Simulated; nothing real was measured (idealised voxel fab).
process module | voxel trench capacitor
cross-section cut | 225 nm wide | cells 5 nm
A cross-section is a grid of square cells, given in bands from the top down. A band is one or more rows of cells.
Each band's line starts with the height of the band's top and of its bottom, in nm. Then come its materials from left to right, each with its width in nm. One material with "throughout" fills the band from edge to edge. "air" is empty space.
Height 0 is the level under which the wafer as received is all one material. The lowest band goes on downwards, as in "0 down".
A width such as "30 to 40" changes by the same amount from each row of cells to the next, from the band's top row to its bottom row.
"no change" after a step means that no cell of the cross-section changed.
closed voids: empty space of 8 cells or more with no open way to the top, each as width x height at its distance from the left edge, in nm
after a step's settings: what the simulator itself notes on the step
overlay nm, on a step with a mask: how far to the right of its planned place the mask lay; to the left if negative
plan
1 op RECEIVE | material Si
2 op CONFORMAL_DEP | material SiN | thk nm 5
3 op DIRECTIONAL_DEP | material aC | thk nm 10
4 op PATTERN | tone open | mask id TRENCH | material resist | width nm 15 | pitch nm 45 | thk nm 25 | overlay nm 0
5 op DIRECTIONAL_ETCH | etch materials aC | depth nm 10
6 op STRIP | etch materials resist
7 op DIRECTIONAL_ETCH | etch materials SiN | depth nm 5
8 op DIRECTIONAL_ETCH | etch materials Si | depth nm 30
9 op STRIP | etch materials aC
10 op CONFORMAL_DEP | material Al2O3 | thk nm 5
11 op FILL_DEP | material polySi | thk nm 10
12 op CMP | height nm 5
first wafer, as planned
as received, after step 1
  0 down: Si throughout
  closed voids: none
after step 2
  5 to 0: SiN throughout
  below 0: unchanged
after step 3
  15 to 5: aC throughout
  below 5: unchanged
after step 4
  40 to 15: resist 80 | air 15 | resist 30 | air 15 | resist 85
  below 15: unchanged
after step 5
  30 to 15: resist 80 | air 15 | resist 30 | air 15 | resist 85
  15 to 5: aC 80 | air 15 | aC 30 | air 15 | aC 85
  below 5: unchanged
after step 6
  15 to 5: aC 80 | air 15 | aC 30 | air 15 | aC 85
  below 5: unchanged
after step 7
  15 to 5: aC 80 | air 15 | aC 30 | air 15 | aC 85
  5 to 0: SiN 80 | air 15 | SiN 30 | air 15 | SiN 85
  below 0: unchanged
after step 8
  15 to 5: aC 80 | air 15 | aC 30 | air 15 | aC 85
  5 to 0: SiN 80 | air 15 | SiN 30 | air 15 | SiN 85
  0 to -30: Si 80 | air 15 | Si 30 | air 15 | Si 85
  below -30: unchanged
after step 9
  5 to 0: SiN 80 | air 15 | SiN 30 | air 15 | SiN 85
  below 0: unchanged
after step 10
  10 to 5: Al2O3 85 | air 5 | Al2O3 40 | air 5 | Al2O3 90
  5 to 0: SiN 80 | Al2O3 5 | air 5 | Al2O3 5 | SiN 30 | Al2O3 5 | air 5 | Al2O3 5 | SiN 85
  0 to -25: Si 80 | Al2O3 5 | air 5 | Al2O3 5 | Si 30 | Al2O3 5 | air 5 | Al2O3 5 | Si 85
  -25 to -30: Si 80 | Al2O3 15 | Si 30 | Al2O3 15 | Si 85
  below -30: unchanged
after step 11
  20 to 10: polySi throughout
  10 to 5: Al2O3 85 | polySi 5 | Al2O3 40 | polySi 5 | Al2O3 90
  5 to 0: SiN 80 | Al2O3 5 | polySi 5 | Al2O3 5 | SiN 30 | Al2O3 5 | polySi 5 | Al2O3 5 | SiN 85
  0 to -25: Si 80 | Al2O3 5 | polySi 5 | Al2O3 5 | Si 30 | Al2O3 5 | polySi 5 | Al2O3 5 | Si 85
  below -25: unchanged
after step 12
  5 to 0: SiN 80 | Al2O3 5 | polySi 5 | Al2O3 5 | SiN 30 | Al2O3 5 | polySi 5 | Al2O3 5 | SiN 85
  below 0: unchanged
second wafer: like start, like plan, one mistake. Through step 11 it matches the first wafer
when step 12 should have ended: no change
what went wrong: step 12 was left out
at the end the second wafer has, in cells: 43 more of Al2O3 | 92 more of polySi
